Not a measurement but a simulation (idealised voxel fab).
process module | voxel wiring stack
cross-section cut | 295 nm wide | cells 5 nm
A cross-section is a grid of square cells, given in bands from the top down. A band is one or more rows of cells.
Each band's line starts with the height of the band's top and of its bottom, in nm. Then come its materials from left to right, each with its width in nm. One material with "throughout" fills the band from edge to edge. "air" is empty space.
Height 0 is the level under which the wafer as received is all one material. The lowest band goes on downwards, as in "0 down".
A width such as "30 to 40" changes by the same amount from each row of cells to the next, from the band's top row to its bottom row.
"no change" after a step means that no cell of the cross-section changed.
closed voids: empty space of 8 cells or more with no open way to the top, each as width x height at its distance from the left edge, in nm
after a step's settings: what the simulator itself notes on the step
overlay nm, on a step with a mask: how far to the right of its planned place the mask lay; to the left if negative
plan
1 op RECEIVE | material Si
2 op CONFORMAL_DEP | material SiO2 | thk nm 10
3 op DIRECTIONAL_DEP | material TiN | thk nm 5
4 op DIRECTIONAL_DEP | material Ru | thk nm 15
5 op PATTERN | tone cover | mask id METAL_1 | material resist | width nm 30 | pitch nm 60 | thk nm 20 | overlay nm 0
6 op DIRECTIONAL_ETCH | etch materials Ru | depth nm 15
7 op DIRECTIONAL_ETCH | etch materials TiN | depth nm 5
8 op STRIP | etch materials resist
9 op FILL_DEP | material SiO2 | thk nm 5
10 op CMP | height nm 30
11 op CONFORMAL_DEP | material SiCN | thk nm 5
12 op DIRECTIONAL_DEP | material SiO2 | thk nm 20
13 op MASKED_ETCH | tone open | mask id PLUG_1 | width nm 15 | pitch nm 120 | etch materials SiO2 | depth nm 20 | overlay nm 0
14 op MASKED_ETCH | tone open | mask id PLUG_1 | width nm 15 | pitch nm 120 | etch materials SiCN | depth nm 5 | overlay nm 0
15 op EPI | material Ru | thk nm 10
16 op EPI | material Ru | thk nm 10
17 op EPI | material Ru | thk nm 5
18 op DIRECTIONAL_DEP | material TiN | thk nm 5
19 op DIRECTIONAL_DEP | material Ru | thk nm 25
20 op MASKED_ETCH | tone cover | mask id METAL_2 | width nm 30 | pitch nm 60 | etch materials Ru | depth nm 25 | overlay nm 0
21 op MASKED_ETCH | tone cover | mask id METAL_2 | width nm 30 | pitch nm 60 | etch materials TiN | depth nm 5 | overlay nm 0
22 op CONFORMAL_DEP | material SiCN | thk nm 5
23 op FILL_DEP | material SiO2 | thk nm 5
24 op CMP | height nm 85
25 op CONFORMAL_DEP | material SiCN | thk nm 5
as received, after step 1
  0 down: Si throughout
  closed voids: none
first wafer at the end, as planned
  90 to 85: SiCN throughout
  85 to 60: SiO2 35 | SiCN 5 | Ru 30 | SiCN 5 | SiO2 20 | SiCN 5 | Ru 30 | SiCN 5 | SiO2 20 | SiCN 5 | Ru 30 | SiCN 5 | SiO2 20 | SiCN 5 | Ru 30 | SiCN 5 | SiO2 40
  60 to 55: SiCN 40 | TiN 30 | SiCN 30 | TiN 30 | SiCN 30 | TiN 30 | SiCN 30 | TiN 30 | SiCN 45
  55 to 35: SiO2 40 | Ru 15 | SiO2 105 | Ru 15 | SiO2 120
  35 to 30: SiCN 40 | Ru 15 | SiCN 105 | Ru 15 | SiCN 120
  30 to 15: SiO2 40 | Ru 30 | SiO2 30 | Ru 30 | SiO2 30 | Ru 30 | SiO2 30 | Ru 30 | SiO2 45
  15 to 10: SiO2 40 | TiN 30 | SiO2 30 | TiN 30 | SiO2 30 | TiN 30 | SiO2 30 | TiN 30 | SiO2 45
  10 to 0: SiO2 throughout
  0 down: Si throughout
  closed voids: none
second wafer at the end: like start, like plan, one mistake
  90 to 85: SiCN throughout
  85 to 60: SiO2 35 | SiCN 5 | Ru 30 | SiCN 5 | SiO2 20 | SiCN 5 | Ru 30 | SiCN 5 | SiO2 20 | SiCN 5 | Ru 30 | SiCN 5 | SiO2 20 | SiCN 5 | Ru 30 | SiCN 5 | SiO2 40
  60 to 55: SiCN 40 | TiN 30 | SiCN 30 | TiN 30 | SiCN 30 | TiN 30 | SiCN 30 | TiN 30 | SiCN 45
  55 to 35: SiO2 40 | Ru 15 | SiO2 105 | Ru 15 | SiO2 120
  35 to 30: SiCN 40 | Ru 15 | SiCN 105 | Ru 15 | SiCN 120
  30 to 15: SiO2 40 | Ru 30 | SiO2 30 | Ru 30 | SiO2 30 | Ru 30 | SiO2 30 | Ru 30 | SiO2 45
  15 to 5: SiO2 throughout
  5 to 0: TiN throughout
  0 down: Si throughout
  closed voids: none
what went wrong: steps 2 and 3 were swapped
at the end the second wafer has, in cells: 35 fewer of SiO2 | 35 more of TiN
